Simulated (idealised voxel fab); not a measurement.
The process module presented herein is designated voxel self aligned vias.
Cross-sectional view cut (width: 235 nm; square cell size: 5 nm).
Format of a cross-section: grid, square cells. Given as bands. Order: top down. Band: one or more rows of cells.
Band: top height; bottom height; in nm. Then, left to right: material with width in nm, for each material. "edge to edge": a single material spanning edge to edge. "empty": empty space.
We count height from 0. Below that, the starting wafer is all one material. The lowest band never ends at the bottom but goes on down; see "0 down" for how that is written.
Quick explanation for "30 to 40": the width changes in equal steps down the rows of cells, from the first number in the band's top row to the second number in its bottom row.
Basically "left unchanged" means that step didn't change any cell in the cross-section.
If an empty space has no open way to the top and is at least 8 cells in size, "Closed-off voids" lists it, written width x height at distance, where distance is measured from the left edge and every value is in nm.
What comes after the settings on a step's line is commentary from the simulator itself on that step.
Steps that use a mask can have "overlay nm" on their line. It says how far the mask sat to the right of where it was meant to be. Negative means to the left.

**plan**
1,op RECEIVE | material Si
2,op CONFORMAL_DEP | material SiO2 | thk nm 15
3,op CONFORMAL_DEP | material SiCN | thk nm 5
4,op DIRECTIONAL_DEP | material SiO2 | thk nm 30
5,op MASKED_ETCH | tone open | mask id LINES | width nm 30 | pitch nm 70 | etch materials SiO2 | depth nm 30 | overlay nm 0
6,op CONFORMAL_DEP | material TiN | thk nm 5
7,op FILL_DEP | material W | thk nm 10
8,op CMP | height nm 50
9,op SELECTIVE_ETCH | etch materials W Ru TiN | depth nm 10
10,op FILL_DEP | material SiN | thk nm 5
11,op CMP | height nm 50
12,op DIRECTIONAL_DEP | material SiO2 | thk nm 20
13,op PATTERN | tone open | mask id VIAS | material resist | width nm 50 | pitch nm 140 | thk nm 20 | overlay nm 0
14,op DIRECTIONAL_ETCH | etch materials SiO2 | depth nm 20
15,op DIRECTIONAL_ETCH | etch materials SiN | depth nm 10
16,op STRIP | etch materials resist
17,op CONFORMAL_DEP | material TiN | thk nm 5
18,op FILL_DEP | material W | thk nm 10
19,op CMP | height nm 70
20,op CONFORMAL_DEP | material SiN | thk nm 5

**Wafer at receipt (post step 1), cross-section**
    0 down: Si edge to edge
    Closed-off voids: none

**This is how the wafer looks in cross-section once the module is done, given the starting state and plan above and one mistake in carrying the plan out**
    75 to 70: SiN edge to edge
    70 to 65: 25 TiN | 40 W | 100 TiN | 40 W | 30 TiN
    65 to 50: 20 SiO2 | 5 TiN | 40 W | 5 TiN | 90 SiO2 | 5 TiN | 40 W | 5 TiN | 25 SiO2
    50 to 45: 20 SiO2 | 15 TiN | 20 W | 15 TiN | 30 SiO2 | 30 SiN | 30 SiO2 | 15 TiN | 20 W | 15 TiN | 25 SiO2
    45 to 40: 30 SiO2 | 30 TiN | 40 SiO2 | 30 SiN | 40 SiO2 | 30 TiN | 35 SiO2
    40 to 25: 30 SiO2 | 5 TiN | 20 W | 5 TiN | 40 SiO2 | 5 TiN | 20 W | 5 TiN | 40 SiO2 | 5 TiN | 20 W | 5 TiN | 35 SiO2
    25 to 20: 30 SiO2 | 30 TiN | 40 SiO2 | 30 TiN | 40 SiO2 | 30 TiN | 35 SiO2
    20 to 15: SiCN edge to edge
    15 to 0: SiO2 edge to edge
    0 down: Si edge to edge
    Closed-off voids: none
The plan and the run diverged here: off-plan run, step 12, actual operation and settings op DIRECTIONAL_DEP | material SiO2 | thk nm 15
